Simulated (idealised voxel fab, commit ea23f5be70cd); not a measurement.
The following is a process module called voxel lift off.
The width of the displayed cross-section, cut, is 300 nm; its cells are square, with a size of 5 nm.
In this document a cross-section is written as a grid of square cells. It is given as a series of bands, listed from the top down, and a band is one or more rows of cells.
Look at the band entry: it leads with the top's height and the bottom's height in nm. Then it lists the materials left to right, with a width in nm for each. The word "full width" on a single material says that material fills the band edge to edge. The word "empty" is empty space.
Heads up on the height convention: 0 is the point under which the incoming wafer is all one material, and the lowest band has no bottom, it just keeps going down, like "0 down".
It should be noted that a width expressed as "30->40" varies in equal increments from row to row of cells within the band, taking the value of the first number at the top row and that of the second number at the bottom row.
"remained the same", as given for a step, is the statement that not any cell of the cross-section underwent a change during that step.
What "Closed void inventory" gives you is every empty space of 8 cells or more that is cut off from the top. Each appears as width x height at distance, with the distance taken from the left edge and width, height and distance all in nm.
It should be noted that, on the line of a given step, the content following the step's settings is a remark produced by the simulator itself with respect to that step.
"overlay nm", when on a step's line for a step with a mask, measures how far to the right of its planned place the mask lay; a negative measure means to the left.
The following list gives the planned process steps
step 1: RECEIVE [material Si]
step 2: CONFORMAL_DEP [material SiN] [thk nm 15]
step 3: PATTERN [tone open] [mask id LINES] [material resist] [width nm 30] [pitch nm 60] [thk nm 20] [overlay nm 0]
step 4: DIRECTIONAL_DEP [material Ru] [thk nm 10]
step 5: STRIP [etch materials resist]
step 6: CONFORMAL_DEP [material SiCN] [thk nm 10]
So, the first of our two wafers, run just as we planned it
Incoming wafer in cross-section (state: after step 1)
- 0 down | Si full width
- Closed void inventory: none
Sectional view: wafer, after step 2
- 15 to 0 | SiN full width
- No changes below 0.
Sectional view: wafer, after step 3
- 35 to 15 | 75 nm resist  30 nm empty  30 nm resist  30 nm empty  30 nm resist  30 nm empty  75 nm resist
- No changes below 15.
Sectional view: wafer, after step 4
- 45 to 35 | 75 nm Ru  30 nm empty  30 nm Ru  30 nm empty  30 nm Ru  30 nm empty  75 nm Ru
- 35 to 25 | 75 nm resist  30 nm empty  30 nm resist  30 nm empty  30 nm resist  30 nm empty  75 nm resist
- 25 to 15 | 75 nm resist  30 nm Ru  30 nm resist  30 nm Ru  30 nm resist  30 nm Ru  75 nm resist
- No changes below 15.
Sectional view: wafer, after step 5
- 25 to 15 | 75 nm empty  30 nm Ru  30 nm empty  30 nm Ru  30 nm empty  30 nm Ru  75 nm empty
- No changes below 15.
Sectional view: wafer, after step 6
- 35 to 25 | 65 nm empty  50 nm SiCN  10 nm empty  50 nm SiCN  10 nm empty  50 nm SiCN  65 nm empty
- 25 to 15 | 75 nm SiCN  30 nm Ru  30 nm SiCN  30 nm Ru  30 nm SiCN  30 nm Ru  75 nm SiCN
- No changes below 15.
What follows concerns the second wafer, which started out like the first and was meant to follow the very same plan; one mistake crept in when it was run, but everything up to and including step 1 is the same as for the first wafer
What the second wafer looks like in cross-section when step 2 should have wrapped up
- 30 to 0 | SiN full width
- No changes below 0.
What the second wafer looks like in cross-section when step 3 should have wrapped up
- 50 to 30 | 75 nm resist  30 nm empty  30 nm resist  30 nm empty  30 nm resist  30 nm empty  75 nm resist
- No changes below 30.
What the second wafer looks like in cross-section when step 4 should have wrapped up
- 60 to 50 | 75 nm Ru  30 nm empty  30 nm Ru  30 nm empty  30 nm Ru  30 nm empty  75 nm Ru
- 50 to 40 | 75 nm resist  30 nm empty  30 nm resist  30 nm empty  30 nm resist  30 nm empty  75 nm resist
- 40 to 30 | 75 nm resist  30 nm Ru  30 nm resist  30 nm Ru  30 nm resist  30 nm Ru  75 nm resist
- No changes below 30.
What the second wafer looks like in cross-section when step 5 should have wrapped up
- 40 to 30 | 75 nm empty  30 nm Ru  30 nm empty  30 nm Ru  30 nm empty  30 nm Ru  75 nm empty
- No changes below 30.
What the second wafer looks like in cross-section when step 6 should have wrapped up
- 50 to 40 | 65 nm empty  50 nm SiCN  10 nm empty  50 nm SiCN  10 nm empty  50 nm SiCN  65 nm empty
- 40 to 30 | 75 nm SiCN  30 nm Ru  30 nm SiCN  30 nm Ru  30 nm SiCN  30 nm Ru  75 nm SiCN
- No changes below 30.
Processing error: twice, step 2 of the plan was run
FYI, end of process, the second wafer has more or fewer cells of some materials than the first: SiN +180
